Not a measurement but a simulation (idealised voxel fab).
Documented hereafter: the process module known as voxel ribs on slabs.
Section cut is 165 nm wide and gridded with 5 nm square cells.
Heads up, the way a cross-section reads in here is a grid of square cells, handed over as bands from the top down, with every band being one or more rows of cells.
Within each band entry, the heights of the top and of the bottom of the band appear first, in that order and in nm; the materials of the band then follow from left to right, each with its corresponding width in nm. The designation "all across" on a single material indicates that it fills the band from edge to edge; the designation "blank" indicates empty space.
Where do heights start? At 0: under that level the wafer as delivered is made of one material only. And the lowest band has no floor; it just carries on downward, as in "0 and below".
When a width is written as two numbers, as in "30->40", the first number is the width in the top row of cells of the band and the second is the width in its bottom row, and the width changes by the same amount from each row to the next.
Any step labelled "nothing different" changed none of the cells in the cross-section.
Each empty space that has no open way to the top and spans at least 8 cells appears under "Enclosed void listing" as width x height at distance, the distance counted from the left edge, all in nm.
Step line, after settings: the simulator's comment on this step.
"overlay nm" on a masked step: distance the mask lay right of its planned place, negative for left.
## Below is the list of planned process steps
1: RECEIVE,material Si
2: DIRECTIONAL_DEP,material SiO2,thk nm 30
3: DIRECTIONAL_DEP,material SiN,thk nm 15
4: DIRECTIONAL_DEP,material aC,thk nm 10
5: PATTERN,tone cover,mask id RIB,material resist,width nm 25,thk nm 25,overlay nm 0
6: DIRECTIONAL_ETCH,etch materials aC,depth nm 10
7: STRIP,etch materials resist
8: DIRECTIONAL_ETCH,etch materials SiN,depth nm 10
9: STRIP,etch materials aC
10: MASKED_ETCH,tone cover,mask id SLAB,width nm 55,etch materials SiN,depth nm 5,overlay nm 0
11: FILL_DEP,material SiO2,thk nm 25
12: CMP,height nm 65
13: DIRECTIONAL_DEP,material TiN,thk nm 5
14: DIRECTIONAL_DEP,material aC,thk nm 10
15: PATTERN,tone cover,mask id HEATER,material resist,width nm 35,thk nm 30,overlay nm 0
16: DIRECTIONAL_ETCH,etch materials aC,depth nm 10
17: STRIP,etch materials resist
18: DIRECTIONAL_ETCH,etch materials TiN,depth nm 5
19: STRIP,etch materials aC
20: CONFORMAL_DEP,material SiO2,thk nm 10
## First wafer, two in total, run as planned
## as received, after step 1
  0 and below  Si all across
  Enclosed void listing: none
## After step 2: wafer cross-section
  30 down to 0  SiO2 all across
  All layers under 0 are left as they were.
## After step 3: wafer cross-section
  45 down to 30  SiN all across
  All layers under 30 are left as they were.
## After step 4: wafer cross-section
  55 down to 45  aC all across
  All layers under 45 are left as they were.
## After step 5: wafer cross-section
  80 down to 55  blank 70 / resist 25 / blank 70
  All layers under 55 are left as they were.
## After step 6: wafer cross-section
  70 down to 55  blank 70 / resist 25 / blank 70
  55 down to 45  blank 70 / aC 25 / blank 70
  All layers under 45 are left as they were.
## After step 7: wafer cross-section
  55 down to 45  blank 70 / aC 25 / blank 70
  All layers under 45 are left as they were.
## After step 8: wafer cross-section
  55 down to 45  blank 70 / aC 25 / blank 70
  45 down to 35  blank 70 / SiN 25 / blank 70
  All layers under 35 are left as they were.
## After step 9: wafer cross-section
  45 down to 35  blank 70 / SiN 25 / blank 70
  All layers under 35 are left as they were.
## After step 10: wafer cross-section
  45 down to 35  blank 70 / SiN 25 / blank 70
  35 down to 30  blank 55 / SiN 55 / blank 55
  All layers under 30 are left as they were.
## After step 11: wafer cross-section
  70 down to 45  SiO2 all across
  45 down to 35  SiO2 70 / SiN 25 / SiO2 70
  35 down to 30  SiO2 55 / SiN 55 / SiO2 55
  All layers under 30 are left as they were.
## After step 12: wafer cross-section
  65 down to 45  SiO2 all across
  All layers under 45 are left as they were.
## After step 13: wafer cross-section
  70 down to 65  TiN all across
  All layers under 65 are left as they were.
## After step 14: wafer cross-section
  80 down to 70  aC all across
  All layers under 70 are left as they were.
## After step 15: wafer cross-section
  110 down to 80  blank 65 / resist 35 / blank 65
  All layers under 80 are left as they were.
## After step 16: wafer cross-section
  100 down to 80  blank 65 / resist 35 / blank 65
  80 down to 70  blank 65 / aC 35 / blank 65
  All layers under 70 are left as they were.
## After step 17: wafer cross-section
  80 down to 70  blank 65 / aC 35 / blank 65
  All layers under 70 are left as they were.
## After step 18: wafer cross-section
  80 down to 70  blank 65 / aC 35 / blank 65
  70 down to 65  blank 65 / TiN 35 / blank 65
  All layers under 65 are left as they were.
## After step 19: wafer cross-section
  70 down to 65  blank 65 / TiN 35 / blank 65
  All layers under 65 are left as they were.
## After step 20: wafer cross-section
  80 down to 75  blank 55 / SiO2 55 / blank 55
  75 down to 70  SiO2 all across
  70 down to 65  SiO2 65 / TiN 35 / SiO2 65
  All layers under 65 are left as they were.
## The Second Wafer: Common Origin and Plan, One Mistake in Execution, Identical to the First Through Step 19
Cross-section of the second wafer when, according to plan, step 20 should have finished: nothing different
Short version of what went wrong: plan step 20 never ran because it was skipped
Final wafer comparison in cells, second versus first, more or fewer per material: SiO2 -70
